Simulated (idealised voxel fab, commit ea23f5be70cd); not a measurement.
voxel lift off: a process module
We display cut, a cross-section 150 nm in width whose square cells are each 5 nm.
Heads up, the way a cross-section reads in here is a grid of square cells, handed over as bands from the top down, with every band being one or more rows of cells.
The band entry comprises the height of the band's top followed by the height of its bottom, expressed in nm, and subsequently the band's materials from left to right, each stated together with its width in nm. Where a single material is marked with the word "all across", that material fills the band from edge to edge. The word "air" represents empty space.
Height is counted from the level 0, under which the received wafer is composed throughout of one material. The lowest of the bands is not closed at the bottom but continues downward, in the notation "top 0, no bottom".
The width entry "30..40" should be interpreted row by row: the top row of cells in the band takes the first number, the bottom row takes the second number, and the change between adjacent rows is uniform throughout.
The cross-section has no changed cell in any step marked "same as before".
Voids not open to the top, 8 cells minimum: see "Enclosed cavity list". Written width x height at distance; distance is from the left edge; nm.
If you see something after the settings on a step's line, that's the simulator's own remark about that step.
Steps that use a mask can have "overlay nm" on their line. It says how far the mask sat to the right of where it was meant to be. Negative means to the left.

**Steps in the process plan**
1: RECEIVE [material Si]
2: CONFORMAL_DEP [material SiO2] [thk nm 15]
3: PATTERN [tone open] [mask id LINES] [material resist] [width nm 15] [pitch nm 45] [thk nm 20] [overlay nm 0]
4: DIRECTIONAL_DEP [material Ru] [thk nm 5]
5: STRIP [etch materials resist]
6: CONFORMAL_DEP [material SiN] [thk nm 5]
Wafer-to-wafer difference: width nm, step 3. Common start. Plan = first wafer's value.

**Cross-section of the first of several received wafers, showing its state after step 1**
- top 0, no bottom: Si all across
- Enclosed cavity list: none

**Table: wafers, a row each; end-of-module cell change per material since receipt, gain (+), loss (-); then closed voids**
width nm 15; +6 Ru; +34 SiN; +90 SiO2; Enclosed cavity list: none
width nm 20; +8 Ru; +34 SiN; +90 SiO2; Enclosed cavity list: none
width nm 25; +10 Ru; +34 SiN; +90 SiO2; Enclosed cavity list: none
width nm 30; +12 Ru; +34 SiN; +90 SiO2; Enclosed cavity list: none
